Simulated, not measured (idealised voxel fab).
process module | voxel local oxidation
cross-section cut | 275 nm wide | cells 5 nm
A cross-section is a grid of square cells, given in bands from the top down. A band is one or more rows of cells.
Each band's line starts with the height of the band's top and of its bottom, in nm. Then come its materials from left to right, each with its width in nm. One material with "throughout" fills the band from edge to edge. "air" is empty space.
Height 0 is the level under which the wafer as received is all one material. The lowest band goes on downwards, as in "0 down".
A width such as "30 to 40" changes by the same amount from each row of cells to the next, from the band's top row to its bottom row.
"no change" after a step means that no cell of the cross-section changed.
closed voids: empty space of 8 cells or more with no open way to the top, each as width x height at its distance from the left edge, in nm
after a step's settings: what the simulator itself notes on the step
overlay nm, on a step with a mask: how far to the right of its planned place the mask lay; to the left if negative
plan
1 op RECEIVE | material Si
2 op OXIDIZE | depth nm 5
3 op CONFORMAL_DEP | material SiN | thk nm 15
4 op PATTERN | tone cover | mask id ACTIVE | material resist | width nm 130 | thk nm 15 | overlay nm 0
5 op DIRECTIONAL_ETCH | etch materials SiN | depth nm 15
6 op STRIP | etch materials resist
7 op SELECTIVE_ETCH | etch materials SiO2 | depth nm 5
8 op OXIDIZE | depth nm 15
9 op STRIP | etch materials SiN
varied across the wafers: depth nm of step 2. The plan shows the first wafer's value. All wafers start alike
first wafer as received, after step 1
  0 down: Si throughout
  closed voids: none
each wafer at the end: cells of each material gained (+) or lost (-) since it was received, then its closed voids
depth nm 5 | -166 Si | +135 SiO2 | closed voids: none
depth nm 10 | -110 Si | +79 SiO2 | closed voids: none
depth nm 15 | -165 Si | +134 SiO2 | closed voids: none
depth nm 20 | -220 Si | +189 SiO2 | closed voids: none
